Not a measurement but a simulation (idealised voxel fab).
The document below concerns the process module designated voxel ribs on slabs.
The cross-section on display is named cut; it measures 140 nm wide, and its cells are 5 nm squares.
Bands, listed from the top down, are how a cross-section gets written in this document; the cross-section itself is a grid of square cells, and a band is one or more rows of them.
For a band, the entry starts with two heights in nm, that of the top and then that of the bottom, and carries on with the band's materials in order from left to right, each alongside its width in nm; the word "edge to edge" beside a single material means it fills the band edge to edge, and "air" means empty space.
Heads up on the height convention: 0 is the point under which the incoming wafer is all one material, and the lowest band has no bottom, it just keeps going down, like "0 -> down".
Width "30 to 40": first value at the band's top row of cells, second value at its bottom row, equal change from row to row.
"nothing changed" for a step: no cell of the cross-section changed in that step.
Enclosed voids (no open way to top), threshold 8 cells or more, entry "Enclosed void listing", notation width x height at distance, distance from left edge, nm.
Anything after a step's settings on that line? It's the simulator's own note about the step.
The "overlay nm" setting may appear on a step's line; for a step that uses a mask, it gives how far to the right of its planned position the mask lay, and a negative value indicates the left.
In what follows, pairs of cross-sections are presented, each taken before and after one process step, with the after cross-section shown only down to the lowest band that was altered; the step, together with its settings, is stated below the pair. The pairs may stem from different runs of this module on the same starting wafer; accordingly, a pair should be taken as continuing from the one above it solely where its entry headed "before" indicates as much.
before
0 -> down: Si edge to edge
Enclosed void listing: none
Post-Step Geometry
20 -> 0: SiO2 edge to edge
Nothing below the height 0 has changed.
Enclosed void listing: none
As a process note, the step between the before and after cross-sections shown above is op DIRECTIONAL_DEP | material SiO2 | thk nm 20
before: see preceding pair, after cross-section.
Post-Step Geometry
35 -> 20: SiN edge to edge
Nothing below the height 20 has changed.
Enclosed void listing: none
As a process note, the step between the before and after cross-sections shown above is op DIRECTIONAL_DEP | material SiN | thk nm 15
before: see preceding pair, after cross-section.
Post-Step Geometry
50 -> 35: aC edge to edge
Nothing below the height 35 has changed.
Enclosed void listing: none
As a process note, the step between the before and after cross-sections shown above is op DIRECTIONAL_DEP | material aC | thk nm 15
before: see preceding pair, after cross-section.
Post-Step Geometry
85 -> 50: 55 air / 25 resist / 60 air
Nothing below the height 50 has changed.
Enclosed void listing: none
As a process note, the step between the before and after cross-sections shown above is op PATTERN | tone cover | mask id RIB | material resist | width nm 25 | thk nm 35 | overlay nm 0
before: see preceding pair, after cross-section.
Post-Step Geometry
70 -> 50: 55 air / 25 resist / 60 air
50 -> 35: 55 air / 25 aC / 60 air
Nothing below the height 35 has changed.
Enclosed void listing: none
As a process note, the step between the before and after cross-sections shown above is op DIRECTIONAL_ETCH | etch materials aC | depth nm 15
before: see preceding pair, after cross-section.
Post-Step Geometry
50 -> 35: 55 air / 25 aC / 60 air
Nothing below the height 35 has changed.
Enclosed void listing: none
As a process note, the step between the before and after cross-sections shown above is op STRIP | etch materials resist
before: see preceding pair, after cross-section.
Post-Step Geometry
50 -> 35: 55 air / 25 aC / 60 air
35 -> 25: 55 air / 25 SiN / 60 air
Nothing below the height 25 has changed.
Enclosed void listing: none
As a process note, the step between the before and after cross-sections shown above is op DIRECTIONAL_ETCH | etch materials SiN | depth nm 10
before: see preceding pair, after cross-section.
Post-Step Geometry
35 -> 25: 55 air / 25 SiN / 60 air
Nothing below the height 25 has changed.
Enclosed void listing: none
As a process note, the step between the before and after cross-sections shown above is op STRIP | etch materials aC
before: see preceding pair, after cross-section.
Post-Step Geometry
45 -> 35: 55 air / 25 aC / 60 air
35 -> 25: 55 aC / 25 SiN / 60 aC
Nothing below the height 25 has changed.
Enclosed void listing: none
As a process note, the step between the before and after cross-sections shown above is op DIRECTIONAL_DEP | material aC | thk nm 10
before: see preceding pair, after cross-section.
Post-Step Geometry
75 -> 45: 30 air / 75 resist / 35 air
45 -> 35: 30 air / 25 resist / 25 aC / 25 resist / 35 air
Nothing below the height 35 has changed.
Enclosed void listing: none
As a process note, the step between the before and after cross-sections shown above is op PATTERN | tone cover | mask id SLAB | material resist | width nm 75 | thk nm 30 | overlay nm 0
before: see preceding pair, after cross-section.
Post-Step Geometry
65 -> 45: 30 air / 75 resist / 35 air
45 -> 35: 30 air / 25 resist / 25 aC / 25 resist / 35 air
35 -> 25: 30 air / 25 aC / 25 SiN / 25 aC / 35 air
Nothing below the height 25 has changed.
Enclosed void listing: none
As a process note, the step between the before and after cross-sections shown above is op DIRECTIONAL_ETCH | etch materials aC | depth nm 10
before: see preceding pair, after cross-section.
Post-Step Geometry
45 -> 35: 55 air / 25 aC / 60 air
Nothing below the height 35 has changed.
Enclosed void listing: none
As a process note, the step between the before and after cross-sections shown above is op STRIP | etch materials resist
before: see preceding pair, after cross-section.
Post-Step Geometry
45 -> 35: 55 air / 25 aC / 60 air
35 -> 25: 30 air / 25 aC / 25 SiN / 25 aC / 35 air
25 -> 20: 30 air / 75 SiN / 35 air
Nothing below the height 20 has changed.
Enclosed void listing: none
As a process note, the step between the before and after cross-sections shown above is op DIRECTIONAL_ETCH | etch materials SiN | depth nm 5
before: see preceding pair, after cross-section.
Post-Step Geometry
35 -> 25: 55 air / 25 SiN / 60 air
Nothing below the height 25 has changed.
Enclosed void listing: none
As a process note, the step between the before and after cross-sections shown above is op STRIP | etch materials aC
before: see preceding pair, after cross-section.
Post-Step Geometry
55 -> 35: SiO2 edge to edge
35 -> 25: 55 SiO2 / 25 SiN / 60 SiO2
25 -> 20: 30 SiO2 / 75 SiN / 35 SiO2
Nothing below the height 20 has changed.
Enclosed void listing: none
As a process note, the step between the before and after cross-sections shown above is op FILL_DEP | material SiO2 | thk nm 20
before: see preceding pair, after cross-section.
Post-Step Geometry
50 -> 35: SiO2 edge to edge
Nothing below the height 35 has changed.
Enclosed void listing: none
As a process note, the step between the before and after cross-sections shown above is op CMP | height nm 50
before: see preceding pair, after cross-section.
Post-Step Geometry
60 -> 50: W edge to edge
Nothing below the height 50 has changed.
Enclosed void listing: none
As a process note, the step between the before and after cross-sections shown above is op DIRECTIONAL_DEP | material W | thk nm 10
before: see preceding pair, after cross-section.
Post-Step Geometry
60 -> 50: 50 air / 35 W / 55 air
Nothing below the height 50 has changed.
Enclosed void listing: none
As a process note, the step between the before and after cross-sections shown above is op MASKED_ETCH | tone cover | mask id HEATER | width nm 35 | etch materials W | depth nm 10 | overlay nm 0
before: see preceding pair, after cross-section.
Post-Step Geometry
70 -> 60: 40 air / 55 SiO2 / 45 air
60 -> 50: 50 SiO2 / 35 W / 55 SiO2
Nothing below the height 50 has changed.
Enclosed void listing: none
As a process note, the step between the before and after cross-sections shown above is op CONFORMAL_DEP | material SiO2 | thk nm 10
before
20 -> 0: SiO2 edge to edge
0 -> down: Si edge to edge
Enclosed void listing: none
Post-Step Geometry
40 -> 0: SiO2 edge to edge
Nothing below the height 0 has changed.
Enclosed void listing: none
As a process note, the step between the before and after cross-sections shown above is op DIRECTIONAL_DEP | material SiO2 | thk nm 20
before: see preceding pair, after cross-section.
Post-Step Geometry
55 -> 40: SiN edge to edge
Nothing below the height 40 has changed.
Enclosed void listing: none
As a process note, the step between the before and after cross-sections shown above is op DIRECTIONAL_DEP | material SiN | thk nm 15
before: see preceding pair, after cross-section.
Post-Step Geometry
70 -> 55: aC edge to edge
Nothing below the height 55 has changed.
Enclosed void listing: none
As a process note, the step between the before and after cross-sections shown above is op DIRECTIONAL_DEP | material aC | thk nm 15
before: see preceding pair, after cross-section.
Post-Step Geometry
105 -> 70: 55 air / 25 resist / 60 air
Nothing below the height 70 has changed.
Enclosed void listing: none
As a process note, the step between the before and after cross-sections shown above is op PATTERN | tone cover | mask id RIB | material resist | width nm 25 | thk nm 35 | overlay nm 0
before: see preceding pair, after cross-section.
Post-Step Geometry
90 -> 70: 55 air / 25 resist / 60 air
70 -> 55: 55 air / 25 aC / 60 air
Nothing below the height 55 has changed.
Enclosed void listing: none
As a process note, the step between the before and after cross-sections shown above is op DIRECTIONAL_ETCH | etch materials aC | depth nm 15
before: see preceding pair, after cross-section.
Post-Step Geometry
70 -> 55: 55 air / 25 aC / 60 air
Nothing below the height 55 has changed.
Enclosed void listing: none
As a process note, the step between the before and after cross-sections shown above is op STRIP | etch materials resist
before: see preceding pair, after cross-section.
Post-Step Geometry
70 -> 55: 55 air / 25 aC / 60 air
55 -> 45: 55 air / 25 SiN / 60 air
Nothing below the height 45 has changed.
Enclosed void listing: none
As a process note, the step between the before and after cross-sections shown above is op DIRECTIONAL_ETCH | etch materials SiN | depth nm 10
before: see preceding pair, after cross-section.
Post-Step Geometry
55 -> 45: 55 air / 25 SiN / 60 air
Nothing below the height 45 has changed.
Enclosed void listing: none
As a process note, the step between the before and after cross-sections shown above is op STRIP | etch materials aC
before: see preceding pair, after cross-section.
Post-Step Geometry
65 -> 55: 55 air / 25 aC / 60 air
55 -> 45: 55 aC / 25 SiN / 60 aC
Nothing below the height 45 has changed.
Enclosed void listing: none
As a process note, the step between the before and after cross-sections shown above is op DIRECTIONAL_DEP | material aC | thk nm 10
before: see preceding pair, after cross-section.
Post-Step Geometry
95 -> 65: 30 air / 75 resist / 35 air
65 -> 55: 30 air / 25 resist / 25 aC / 25 resist / 35 air
Nothing below the height 55 has changed.
Enclosed void listing: none
As a process note, the step between the before and after cross-sections shown above is op PATTERN | tone cover | mask id SLAB | material resist | width nm 75 | thk nm 30 | overlay nm 0
before: see preceding pair, after cross-section.
Post-Step Geometry
85 -> 65: 30 air / 75 resist / 35 air
65 -> 55: 30 air / 25 resist / 25 aC / 25 resist / 35 air
55 -> 45: 30 air / 25 aC / 25 SiN / 25 aC / 35 air
Nothing below the height 45 has changed.
Enclosed void listing: none
As a process note, the step between the before and after cross-sections shown above is op DIRECTIONAL_ETCH | etch materials aC | depth nm 10
before: see preceding pair, after cross-section.
Post-Step Geometry
65 -> 55: 55 air / 25 aC / 60 air
Nothing below the height 55 has changed.
Enclosed void listing: none
As a process note, the step between the before and after cross-sections shown above is op STRIP | etch materials resist
before: see preceding pair, after cross-section.
Post-Step Geometry
65 -> 55: 55 air / 25 aC / 60 air
55 -> 45: 30 air / 25 aC / 25 SiN / 25 aC / 35 air
45 -> 40: 30 air / 75 SiN / 35 air
Nothing below the height 40 has changed.
Enclosed void listing: none
As a process note, the step between the before and after cross-sections shown above is op DIRECTIONAL_ETCH | etch materials SiN | depth nm 5
before: see preceding pair, after cross-section.
Post-Step Geometry
55 -> 45: 55 air / 25 SiN / 60 air
Nothing below the height 45 has changed.
Enclosed void listing: none
As a process note, the step between the before and after cross-sections shown above is op STRIP | etch materials aC
before: see preceding pair, after cross-section.
Post-Step Geometry
75 -> 55: SiO2 edge to edge
55 -> 45: 55 SiO2 / 25 SiN / 60 SiO2
45 -> 40: 30 SiO2 / 75 SiN / 35 SiO2
Nothing below the height 40 has changed.
Enclosed void listing: none
As a process note, the step between the before and after cross-sections shown above is op FILL_DEP | material SiO2 | thk nm 20
before: see preceding pair, after cross-section.
Post-Step Geometry
50 -> 40: 55 to 30 SiO2 / 25 to 75 SiN / 60 to 35 SiO2
Nothing below the height 40 has changed.
Enclosed void listing: none
As a process note, the step between the before and after cross-sections shown above is op CMP | height nm 50
before: see preceding pair, after cross-section.
Post-Step Geometry
60 -> 50: W edge to edge
Nothing below the height 50 has changed.
Enclosed void listing: none
As a process note, the step between the before and after cross-sections shown above is op DIRECTIONAL_DEP | material W | thk nm 10
before: see preceding pair, after cross-section.
Post-Step Geometry
60 -> 50: 50 air / 35 W / 55 air
Nothing below the height 50 has changed.
Enclosed void listing: none
As a process note, the step between the before and after cross-sections shown above is op MASKED_ETCH | tone cover | mask id HEATER | width nm 35 | etch materials W | depth nm 10 | overlay nm 0
before: see preceding pair, after cross-section.
Post-Step Geometry
70 -> 60: 40 air / 55 SiO2 / 45 air
60 -> 50: 50 SiO2 / 35 W / 55 SiO2
Nothing below the height 50 has changed.
Enclosed void listing: none
As a process note, the step between the before and after cross-sections shown above is op CONFORMAL_DEP | material SiO2 | thk nm 10
before
0 -> down: Si edge to edge
Enclosed void listing: none
Post-Step Geometry
15 -> 0: SiN edge to edge
Nothing below the height 0 has changed.
Enclosed void listing: none
As a process note, the step between the before and after cross-sections shown above is op DIRECTIONAL_DEP | material SiN | thk nm 15
before: see preceding pair, after cross-section.
Post-Step Geometry
35 -> 15: SiO2 edge to edge
Nothing below the height 15 has changed.
Enclosed void listing: none
As a process note, the step between the before and after cross-sections shown above is op DIRECTIONAL_DEP | material SiO2 | thk nm 20
before: see preceding pair, after cross-section.
Post-Step Geometry
50 -> 35: aC edge to edge
Nothing below the height 35 has changed.
Enclosed void listing: none
As a process note, the step between the before and after cross-sections shown above is op DIRECTIONAL_DEP | material aC | thk nm 15
before: see preceding pair, after cross-section.
Post-Step Geometry
85 -> 50: 55 air / 25 resist / 60 air
Nothing below the height 50 has changed.
Enclosed void listing: none
As a process note, the step between the before and after cross-sections shown above is op PATTERN | tone cover | mask id RIB | material resist | width nm 25 | thk nm 35 | overlay nm 0
before: see preceding pair, after cross-section.
Post-Step Geometry
70 -> 50: 55 air / 25 resist / 60 air
50 -> 35: 55 air / 25 aC / 60 air
Nothing below the height 35 has changed.
Enclosed void listing: none
As a process note, the step between the before and after cross-sections shown above is op DIRECTIONAL_ETCH | etch materials aC | depth nm 15
before: see preceding pair, after cross-section.
Post-Step Geometry
50 -> 35: 55 air / 25 aC / 60 air
Nothing below the height 35 has changed.
Enclosed void listing: none
As a process note, the step between the before and after cross-sections shown above is op STRIP | etch materials resist
before: see preceding pair, after cross-section.
Post-Step Geometry
35 -> 15: SiO2 edge to edge
Nothing below the height 15 has changed.
Enclosed void listing: none
As a process note, the step between the before and after cross-sections shown above is op STRIP | etch materials aC
before: see preceding pair, after cross-section.
Post-Step Geometry
45 -> 35: aC edge to edge
Nothing below the height 35 has changed.
Enclosed void listing: none
As a process note, the step between the before and after cross-sections shown above is op DIRECTIONAL_DEP | material aC | thk nm 10
before: see preceding pair, after cross-section.
Post-Step Geometry
75 -> 45: 30 air / 75 resist / 35 air
Nothing below the height 45 has changed.
Enclosed void listing: none
As a process note, the step between the before and after cross-sections shown above is op PATTERN | tone cover | mask id SLAB | material resist | width nm 75 | thk nm 30 | overlay nm 0
before: see preceding pair, after cross-section.
Post-Step Geometry
65 -> 45: 30 air / 75 resist / 35 air
45 -> 35: 30 air / 75 aC / 35 air
Nothing below the height 35 has changed.
Enclosed void listing: none
As a process note, the step between the before and after cross-sections shown above is op DIRECTIONAL_ETCH | etch materials aC | depth nm 10
before: see preceding pair, after cross-section.
Post-Step Geometry
45 -> 35: 30 air / 75 aC / 35 air
Nothing below the height 35 has changed.
Enclosed void listing: none
As a process note, the step between the before and after cross-sections shown above is op STRIP | etch materials resist
before: see preceding pair, after cross-section.
Post-Step Geometry
35 -> 15: SiO2 edge to edge
Nothing below the height 15 has changed.
Enclosed void listing: none
As a process note, the step between the before and after cross-sections shown above is op STRIP | etch materials aC
before: see preceding pair, after cross-section.
Post-Step Geometry
55 -> 15: SiO2 edge to edge
Nothing below the height 15 has changed.
Enclosed void listing: none
As a process note, the step between the before and after cross-sections shown above is op FILL_DEP | material SiO2 | thk nm 20
before: see preceding pair, after cross-section.
Post-Step Geometry
50 -> 15: SiO2 edge to edge
Nothing below the height 15 has changed.
Enclosed void listing: none
As a process note, the step between the before and after cross-sections shown above is op CMP | height nm 50
before: see preceding pair, after cross-section.
Post-Step Geometry
60 -> 50: W edge to edge
Nothing below the height 50 has changed.
Enclosed void listing: none
As a process note, the step between the before and after cross-sections shown above is op DIRECTIONAL_DEP | material W | thk nm 10
before: see preceding pair, after cross-section.
Post-Step Geometry
60 -> 50: 50 air / 35 W / 55 air
Nothing below the height 50 has changed.
Enclosed void listing: none
As a process note, the step between the before and after cross-sections shown above is op MASKED_ETCH | tone cover | mask id HEATER | width nm 35 | etch materials W | depth nm 10 | overlay nm 0
before: see preceding pair, after cross-section.
Post-Step Geometry
70 -> 60: 40 air / 55 SiO2 / 45 air
60 -> 50: 50 SiO2 / 35 W / 55 SiO2
Nothing below the height 50 has changed.
Enclosed void listing: none
As a process note, the step between the before and after cross-sections shown above is op CONFORMAL_DEP | material SiO2 | thk nm 10
before
55 -> 35: SiO2 edge to edge
35 -> 25: 55 SiO2 / 25 SiN / 60 SiO2
25 -> 20: 30 SiO2 / 75 SiN / 35 SiO2
20 -> 0: SiO2 edge to edge
0 -> down: Si edge to edge
Enclosed void listing: none
Post-Step Geometry
45 -> 35: SiO2 edge to edge
Nothing below the height 35 has changed.
Enclosed void listing: none
As a process note, the step between the before and after cross-sections shown above is op CMP | height nm 45
before: see preceding pair, after cross-section.
Post-Step Geometry
55 -> 45: W edge to edge
Nothing below the height 45 has changed.
Enclosed void listing: none
As a process note, the step between the before and after cross-sections shown above is op DIRECTIONAL_DEP | material W | thk nm 10
before: see preceding pair, after cross-section.
Post-Step Geometry
55 -> 45: 50 air / 35 W / 55 air
Nothing below the height 45 has changed.
Enclosed void listing: none
As a process note, the step between the before and after cross-sections shown above is op MASKED_ETCH | tone cover | mask id HEATER | width nm 35 | etch materials W | depth nm 10 | overlay nm 0
before: see preceding pair, after cross-section.
Post-Step Geometry
65 -> 55: 40 air / 55 SiO2 / 45 air
55 -> 45: 50 SiO2 / 35 W / 55 SiO2
Nothing below the height 45 has changed.
Enclosed void listing: none
As a process note, the step between the before and after cross-sections shown above is op CONFORMAL_DEP | material SiO2 | thk nm 10
before
45 -> 35: 55 air / 25 aC / 60 air
35 -> 25: 55 aC / 25 SiN / 60 aC
25 -> 20: SiN edge to edge
20 -> 0: SiO2 edge to edge
0 -> down: Si edge to edge
Enclosed void listing: none
Post-Step Geometry
75 -> 45: 35 air / 65 resist / 40 air
45 -> 35: 35 air / 20 resist / 25 aC / 20 resist / 40 air
Nothing below the height 35 has changed.
Enclosed void listing: none
As a process note, the step between the before and after cross-sections shown above is op PATTERN | tone cover | mask id SLAB | material resist | width nm 65 | thk nm 30 | overlay nm 0
before: see preceding pair, after cross-section.
Post-Step Geometry
65 -> 45: 35 air / 65 resist / 40 air
45 -> 35: 35 air / 20 resist / 25 aC / 20 resist / 40 air
35 -> 25: 35 air / 20 aC / 25 SiN / 20 aC / 40 air
Nothing below the height 25 has changed.
Enclosed void listing: none
As a process note, the step between the before and after cross-sections shown above is op DIRECTIONAL_ETCH | etch materials aC | depth nm 10
before: see preceding pair, after cross-section.
Post-Step Geometry
45 -> 35: 55 air / 25 aC / 60 air
Nothing below the height 35 has changed.
Enclosed void listing: none
As a process note, the step between the before and after cross-sections shown above is op STRIP | etch materials resist
before: see preceding pair, after cross-section.
Post-Step Geometry
45 -> 35: 55 air / 25 aC / 60 air
35 -> 25: 35 air / 20 aC / 25 SiN / 20 aC / 40 air
25 -> 20: 35 air / 65 SiN / 40 air
Nothing below the height 20 has changed.
Enclosed void listing: none
As a process note, the step between the before and after cross-sections shown above is op DIRECTIONAL_ETCH | etch materials SiN | depth nm 5
before: see preceding pair, after cross-section.
Post-Step Geometry
35 -> 25: 55 air / 25 SiN / 60 air
Nothing below the height 25 has changed.
Enclosed void listing: none
As a process note, the step between the before and after cross-sections shown above is op STRIP | etch materials aC
before: see preceding pair, after cross-section.
Post-Step Geometry
55 -> 35: SiO2 edge to edge
35 -> 25: 55 SiO2 / 25 SiN / 60 SiO2
25 -> 20: 35 SiO2 / 65 SiN / 40 SiO2
Nothing below the height 20 has changed.
Enclosed void listing: none
As a process note, the step between the before and after cross-sections shown above is op FILL_DEP | material SiO2 | thk nm 20
before: see preceding pair, after cross-section.
Post-Step Geometry
50 -> 35: SiO2 edge to edge
Nothing below the height 35 has changed.
Enclosed void listing: none
As a process note, the step between the before and after cross-sections shown above is op CMP | height nm 50
before: see preceding pair, after cross-section.
Post-Step Geometry
60 -> 50: W edge to edge
Nothing below the height 50 has changed.
Enclosed void listing: none
As a process note, the step between the before and after cross-sections shown above is op DIRECTIONAL_DEP | material W | thk nm 10
before: see preceding pair, after cross-section.
Post-Step Geometry
60 -> 50: 50 air / 35 W / 55 air
Nothing below the height 50 has changed.
Enclosed void listing: none
As a process note, the step between the before and after cross-sections shown above is op MASKED_ETCH | tone cover | mask id HEATER | width nm 35 | etch materials W | depth nm 10 | overlay nm 0
before: see preceding pair, after cross-section.
Post-Step Geometry
70 -> 60: 40 air / 55 SiO2 / 45 air
60 -> 50: 50 SiO2 / 35 W / 55 SiO2
Nothing below the height 50 has changed.
Enclosed void listing: none
As a process note, the step between the before and after cross-sections shown above is op CONFORMAL_DEP | material SiO2 | thk nm 10
before
45 -> 35: 55 air / 25 aC / 60 air
35 -> 25: 55 aC / 25 SiN / 60 aC
25 -> 20: SiN edge to edge
20 -> 0: SiO2 edge to edge
0 -> down: Si edge to edge
Enclosed void listing: none
Post-Step Geometry
75 -> 45: 35 air / 75 resist / 30 air
45 -> 35: 35 air / 20 resist / 25 aC / 30 resist / 30 air
Nothing below the height 35 has changed.
Enclosed void listing: none
As a process note, the step between the before and after cross-sections shown above is op PATTERN | tone cover | mask id SLAB | material resist | width nm 75 | thk nm 30 | overlay nm 5
before: see preceding pair, after cross-section.
Post-Step Geometry
65 -> 45: 35 air / 75 resist / 30 air
45 -> 35: 35 air / 20 resist / 25 aC / 30 resist / 30 air
35 -> 25: 35 air / 20 aC / 25 SiN / 30 aC / 30 air
Nothing below the height 25 has changed.
Enclosed void listing: none
As a process note, the step between the before and after cross-sections shown above is op DIRECTIONAL_ETCH | etch materials aC | depth nm 10
before: see preceding pair, after cross-section.
Post-Step Geometry
45 -> 35: 55 air / 25 aC / 60 air
Nothing below the height 35 has changed.
Enclosed void listing: none
As a process note, the step between the before and after cross-sections shown above is op STRIP | etch materials resist
before: see preceding pair, after cross-section.
Post-Step Geometry
45 -> 35: 55 air / 25 aC / 60 air
35 -> 25: 35 air / 20 aC / 25 SiN / 30 aC / 30 air
25 -> 20: 35 air / 75 SiN / 30 air
Nothing below the height 20 has changed.
Enclosed void listing: none
As a process note, the step between the before and after cross-sections shown above is op DIRECTIONAL_ETCH | etch materials SiN | depth nm 5
before: see preceding pair, after cross-section.
Post-Step Geometry
35 -> 25: 55 air / 25 SiN / 60 air
Nothing below the height 25 has changed.
Enclosed void listing: none
As a process note, the step between the before and after cross-sections shown above is op STRIP | etch materials aC
before: see preceding pair, after cross-section.
Post-Step Geometry
55 -> 35: SiO2 edge to edge
35 -> 25: 55 SiO2 / 25 SiN / 60 SiO2
25 -> 20: 35 SiO2 / 75 SiN / 30 SiO2
Nothing below the height 20 has changed.
Enclosed void listing: none
As a process note, the step between the before and after cross-sections shown above is op FILL_DEP | material SiO2 | thk nm 20
before: see preceding pair, after cross-section.
Post-Step Geometry
50 -> 35: SiO2 edge to edge
Nothing below the height 35 has changed.
Enclosed void listing: none
As a process note, the step between the before and after cross-sections shown above is op CMP | height nm 50
before: see preceding pair, after cross-section.
Post-Step Geometry
60 -> 50: W edge to edge
Nothing below the height 50 has changed.
Enclosed void listing: none
As a process note, the step between the before and after cross-sections shown above is op DIRECTIONAL_DEP | material W | thk nm 10
before: see preceding pair, after cross-section.
Post-Step Geometry
60 -> 50: 50 air / 35 W / 55 air
Nothing below the height 50 has changed.
Enclosed void listing: none
As a process note, the step between the before and after cross-sections shown above is op MASKED_ETCH | tone cover | mask id HEATER | width nm 35 | etch materials W | depth nm 10 | overlay nm 0
before: see preceding pair, after cross-section.
Post-Step Geometry
70 -> 60: 40 air / 55 SiO2 / 45 air
60 -> 50: 50 SiO2 / 35 W / 55 SiO2
Nothing below the height 50 has changed.
Enclosed void listing: none
As a process note, the step between the before and after cross-sections shown above is op CONFORMAL_DEP | material SiO2 | thk nm 10
before
35 -> 25: 55 air / 25 SiN / 60 air
25 -> 20: SiN edge to edge
20 -> 0: SiO2 edge to edge
0 -> down: Si edge to edge
Enclosed void listing: none
Post-Step Geometry
45 -> 35: 55 air / 25 SiN / 60 air
35 -> 20: SiN edge to edge
Nothing below the height 20 has changed.
Enclosed void listing: none
As a process note, the step between the before and after cross-sections shown above is op DIRECTIONAL_DEP | material SiN | thk nm 10
before: see preceding pair, after cross-section.
Post-Step Geometry
75 -> 45: 30 air / 75 resist / 35 air
45 -> 35: 30 air / 25 resist / 25 SiN / 25 resist / 35 air
Nothing below the height 35 has changed.
Enclosed void listing: none
As a process note, the step between the before and after cross-sections shown above is op PATTERN | tone cover | mask id SLAB | material resist | width nm 75 | thk nm 30 | overlay nm 0
before: see preceding pair, after cross-section.
Post-Step Geometry
65 -> 45: 30 air / 75 resist / 35 air
Nothing below the height 45 has changed.
Enclosed void listing: none
As a process note, the step between the before and after cross-sections shown above is op DIRECTIONAL_ETCH | etch materials aC | depth nm 10
before: see preceding pair, after cross-section.
Post-Step Geometry
45 -> 35: 55 air / 25 SiN / 60 air
Nothing below the height 35 has changed.
Enclosed void listing: none
As a process note, the step between the before and after cross-sections shown above is op STRIP | etch materials resist
before: see preceding pair, after cross-section.
Post-Step Geometry
40 -> 30: 55 air / 25 SiN / 60 air
Nothing below the height 30 has changed.
Enclosed void listing: none
As a process note, the step between the before and after cross-sections shown above is op DIRECTIONAL_ETCH | etch materials SiN | depth nm 5
before: see preceding pair, after cross-section.
Post-Step Geometry
60 -> 40: SiO2 edge to edge
40 -> 30: 55 SiO2 / 25 SiN / 60 SiO2
Nothing below the height 30 has changed.
Enclosed void listing: none
As a process note, the step between the before and after cross-sections shown above is op FILL_DEP | material SiO2 | thk nm 20
before: see preceding pair, after cross-section.
Post-Step Geometry
50 -> 40: SiO2 edge to edge
Nothing below the height 40 has changed.
Enclosed void listing: none
As a process note, the step between the before and after cross-sections shown above is op CMP | height nm 50
before: see preceding pair, after cross-section.
Post-Step Geometry
60 -> 50: W edge to edge
Nothing below the height 50 has changed.
Enclosed void listing: none
As a process note, the step between the before and after cross-sections shown above is op DIRECTIONAL_DEP | material W | thk nm 10
before: see preceding pair, after cross-section.
Post-Step Geometry
60 -> 50: 50 air / 35 W / 55 air
Nothing below the height 50 has changed.
Enclosed void listing: none
As a process note, the step between the before and after cross-sections shown above is op MASKED_ETCH | tone cover | mask id HEATER | width nm 35 | etch materials W | depth nm 10 | overlay nm 0
before: see preceding pair, after cross-section.
Post-Step Geometry
70 -> 60: 40 air / 55 SiO2 / 45 air
60 -> 50: 50 SiO2 / 35 W / 55 SiO2
Nothing below the height 50 has changed.
Enclosed void listing: none
As a process note, the step between the before and after cross-sections shown above is op CONFORMAL_DEP | material SiO2 | thk nm 10
before
50 -> 35: aC edge to edge
35 -> 20: SiN edge to edge
20 -> 0: SiO2 edge to edge
0 -> down: Si edge to edge
Enclosed void listing: none
Post-Step Geometry
85 -> 50: 55 resist / 25 air / 60 resist
Nothing below the height 50 has changed.
Enclosed void listing: none
As a process note, the step between the before and after cross-sections shown above is op PATTERN | tone open | mask id RIB | material resist | width nm 25 | thk nm 35 | overlay nm 0
before: see preceding pair, after cross-section.
Post-Step Geometry
70 -> 50: 55 resist / 25 air / 60 resist
50 -> 35: 55 aC / 25 air / 60 aC
Nothing below the height 35 has changed.
Enclosed void listing: none
As a process note, the step between the before and after cross-sections shown above is op DIRECTIONAL_ETCH | etch materials aC | depth nm 15
before: see preceding pair, after cross-section.
Post-Step Geometry
50 -> 35: 55 aC / 25 air / 60 aC
Nothing below the height 35 has changed.
Enclosed void listing: none
As a process note, the step between the before and after cross-sections shown above is op STRIP | etch materials resist
before: see preceding pair, after cross-section.
Post-Step Geometry
50 -> 35: 55 aC / 25 air / 60 aC
35 -> 25: 55 SiN / 25 air / 60 SiN
Nothing below the height 25 has changed.
Enclosed void listing: none
As a process note, the step between the before and after cross-sections shown above is op DIRECTIONAL_ETCH | etch materials SiN | depth nm 10
before: see preceding pair, after cross-section.
Post-Step Geometry
35 -> 25: 55 SiN / 25 air / 60 SiN
Nothing below the height 25 has changed.
Enclosed void listing: none
As a process note, the step between the before and after cross-sections shown above is op STRIP | etch materials aC
before: see preceding pair, after cross-section.
Post-Step Geometry
45 -> 35: 55 aC / 25 air / 60 aC
35 -> 25: 55 SiN / 25 aC / 60 SiN
Nothing below the height 25 has changed.
Enclosed void listing: none
As a process note, the step between the before and after cross-sections shown above is op DIRECTIONAL_DEP | material aC | thk nm 10
before: see preceding pair, after cross-section.
Post-Step Geometry
75 -> 45: 30 air / 75 resist / 35 air
45 -> 35: 55 aC / 25 resist / 60 aC
Nothing below the height 35 has changed.
Enclosed void listing: none
As a process note, the step between the before and after cross-sections shown above is op PATTERN | tone cover | mask id SLAB | material resist | width nm 75 | thk nm 30 | overlay nm 0
before: see preceding pair, after cross-section.
Post-Step Geometry
65 -> 45: 30 air / 75 resist / 35 air
45 -> 35: 30 air / 25 aC / 25 resist / 25 aC / 35 air
Nothing below the height 35 has changed.
Enclosed void listing: none
As a process note, the step between the before and after cross-sections shown above is op DIRECTIONAL_ETCH | etch materials aC | depth nm 10
before: see preceding pair, after cross-section.
Post-Step Geometry
45 -> 35: 30 air / 25 aC / 25 air / 25 aC / 35 air
Nothing below the height 35 has changed.
Enclosed void listing: none
As a process note, the step between the before and after cross-sections shown above is op STRIP | etch materials resist
before: see preceding pair, after cross-section.
Post-Step Geometry
45 -> 35: 30 air / 25 aC / 25 air / 25 aC / 35 air
35 -> 30: 30 air / 25 SiN / 25 aC / 25 SiN / 35 air
Nothing below the height 30 has changed.
Enclosed void listing: none
As a process note, the step between the before and after cross-sections shown above is op DIRECTIONAL_ETCH | etch materials SiN | depth nm 5
before: see preceding pair, after cross-section.
Post-Step Geometry
35 -> 30: 30 air / 25 SiN / 25 air / 25 SiN / 35 air
30 -> 25: 55 SiN / 25 air / 60 SiN
Nothing below the height 25 has changed.
Enclosed void listing: none
As a process note, the step between the before and after cross-sections shown above is op STRIP | etch materials aC
before: see preceding pair, after cross-section.
Post-Step Geometry
55 -> 35: SiO2 edge to edge
35 -> 30: 30 SiO2 / 25 SiN / 25 SiO2 / 25 SiN / 35 SiO2
30 -> 25: 55 SiN / 25 SiO2 / 60 SiN
Nothing below the height 25 has changed.
Enclosed void listing: none
As a process note, the step between the before and after cross-sections shown above is op FILL_DEP | material SiO2 | thk nm 20
before: see preceding pair, after cross-section.
Post-Step Geometry
50 -> 35: SiO2 edge to edge
Nothing below the height 35 has changed.
Enclosed void listing: none
As a process note, the step between the before and after cross-sections shown above is op CMP | height nm 50
before: see preceding pair, after cross-section.
Post-Step Geometry
60 -> 50: W edge to edge
Nothing below the height 50 has changed.
Enclosed void listing: none
As a process note, the step between the before and after cross-sections shown above is op DIRECTIONAL_DEP | material W | thk nm 10
